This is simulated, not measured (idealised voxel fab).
process module | voxel transistor to metal
cross-section cut | 215 nm wide | cells 5 nm
A cross-section is a grid of square cells, given in bands from the top down. A band is one or more rows of cells.
Each band's line starts with the height of the band's top and of its bottom, in nm. Then come its materials from left to right, each with its width in nm. One material with "throughout" fills the band from edge to edge. "air" is empty space.
Height 0 is the level under which the wafer as received is all one material. The lowest band goes on downwards, as in "0 down".
A width such as "30 to 40" changes by the same amount from each row of cells to the next, from the band's top row to its bottom row.
"no change" after a step means that no cell of the cross-section changed.
closed voids: empty space of 8 cells or more with no open way to the top, each as width x height at its distance from the left edge, in nm
after a step's settings: what the simulator itself notes on the step
overlay nm, on a step with a mask: how far to the right of its planned place the mask lay; to the left if negative
plan
1 op RECEIVE | material Si
2 op CONFORMAL_DEP | material SiO2 | thk nm 5
3 op CONFORMAL_DEP | material SiN | thk nm 10
4 op DIRECTIONAL_DEP | material aC | thk nm 15
5 op PATTERN | tone cover | mask id ACTIVE | material resist | width nm 115 | thk nm 30 | overlay nm 0
6 op DIRECTIONAL_ETCH | etch materials aC | depth nm 15
7 op STRIP | etch materials resist
8 op DIRECTIONAL_ETCH | etch materials SiN | depth nm 10
9 op DIRECTIONAL_ETCH | etch materials SiO2 | depth nm 5
10 op DIRECTIONAL_ETCH | etch materials Si | depth nm 30
11 op STRIP | etch materials aC
12 op FILL_DEP | material SiO2 | thk nm 10
13 op CMP | height nm 15
14 op SELECTIVE_ETCH | etch materials SiO2 | depth nm 5
15 op STRIP | etch materials SiN
16 op SELECTIVE_ETCH | etch materials SiO2 | depth nm 5
17 op OXIDIZE | depth nm 5
18 op DIRECTIONAL_DEP | material polySi | thk nm 30
19 op DIRECTIONAL_DEP | material SiCN | thk nm 15
20 op MASKED_ETCH | tone cover | mask id GATE | width nm 35 | etch materials SiCN | depth nm 25 | overlay nm 0
21 op MASKED_ETCH | tone cover | mask id GATE | width nm 35 | etch materials polySi | depth nm 40 | overlay nm 0
22 op CONFORMAL_DEP | material SiO2 | thk nm 5
23 op DIRECTIONAL_ETCH | etch materials SiO2 | depth nm 5
24 op CONFORMAL_DEP | material SiN | thk nm 5
25 op DIRECTIONAL_ETCH | etch materials SiN | depth nm 5
26 op DIRECTIONAL_ETCH | etch materials SiO2 | depth nm 5
27 op DIRECTIONAL_ETCH | etch materials Si | depth nm 15
28 op EPI | material pSi | thk nm 20
29 op FILL_DEP | material SiO2 | thk nm 5
30 op CMP | height nm 30
31 op STRIP | etch materials polySi
32 op SELECTIVE_ETCH | etch materials SiO2 | depth nm 5
33 op CONFORMAL_DEP | material HfO2 | thk nm 5
34 op CONFORMAL_DEP | material TiN | thk nm 5
35 op FILL_DEP | material W | thk nm 5
36 op CMP | height nm 25
37 op DIRECTIONAL_DEP | material SiO2 | thk nm 10
38 op MASKED_ETCH | tone open | mask id CONTACT | width nm 20 | pitch nm 85 | etch materials SiO2 | depth nm 20 | overlay nm 0
39 op CONFORMAL_DEP | material TiN | thk nm 5
40 op FILL_DEP | material W | thk nm 5
41 op CMP | height nm 35
42 op DIRECTIONAL_DEP | material TiN | thk nm 5
43 op DIRECTIONAL_DEP | material W | thk nm 15
44 op MASKED_ETCH | tone cover | mask id METAL_1 | width nm 20 | pitch nm 85 | etch materials W | depth nm 15 | overlay nm 0
45 op MASKED_ETCH | tone cover | mask id METAL_1 | width nm 20 | pitch nm 85 | etch materials TiN | depth nm 5 | overlay nm 0
46 op FILL_DEP | material SiO2 | thk nm 5
47 op CMP | height nm 55
48 op CONFORMAL_DEP | material SiN | thk nm 5
as received, after step 1
  0 down: Si throughout
  closed voids: none
a wafer at the end: this start, this plan, one mistake
  60 to 55: SiN throughout
  55 to 40: SiO2 55 | W 20 | SiO2 65 | W 20 | SiO2 55
  40 to 35: SiO2 55 | TiN 20 | SiO2 65 | TiN 20 | SiO2 55
  35 to 25: SiO2 55 | TiN 5 | W 10 | TiN 5 | SiO2 65 | TiN 5 | W 10 | TiN 5 | SiO2 55
  25 to 20: SiO2 55 | TiN 5 | W 10 | TiN 5 | SiO2 5 | SiN 5 | HfO2 5 | TiN 5 | W 25 | TiN 5 | HfO2 5 | SiN 5 | SiO2 5 | TiN 5 | W 10 | TiN 5 | SiO2 55
  20 to 15: SiO2 55 | TiN 20 | SiO2 5 | SiN 5 | HfO2 5 | TiN 5 | W 25 | TiN 5 | HfO2 5 | SiN 5 | SiO2 5 | TiN 20 | SiO2 55
  15 to 5: SiO2 60 to 50 | pSi 20 to 30 | SiN 5 | HfO2 5 | TiN 5 | W 25 | TiN 5 | HfO2 5 | SiN 5 | pSi 20 to 30 | SiO2 60 to 50
  5 to 0: SiO2 50 | SiN 5 | pSi 25 | SiN 5 | HfO2 5 | TiN 35 | HfO2 5 | SiN 5 | pSi 25 | SiN 5 | SiO2 50
  0 to -5: SiO2 55 | pSi 25 | SiO2 5 | HfO2 45 | SiO2 5 | pSi 25 | SiO2 55
  -5 to -10: SiO2 55 | pSi 25 | Si 55 | pSi 25 | SiO2 55
  -10 to -20: SiO2 50 | Si 5 | pSi 25 | Si 55 | pSi 25 | Si 5 | SiO2 50
  -20 to -30: SiO2 50 | Si 115 | SiO2 50
  -30 down: Si throughout
  closed voids: none
what went wrong: step 2 was left out
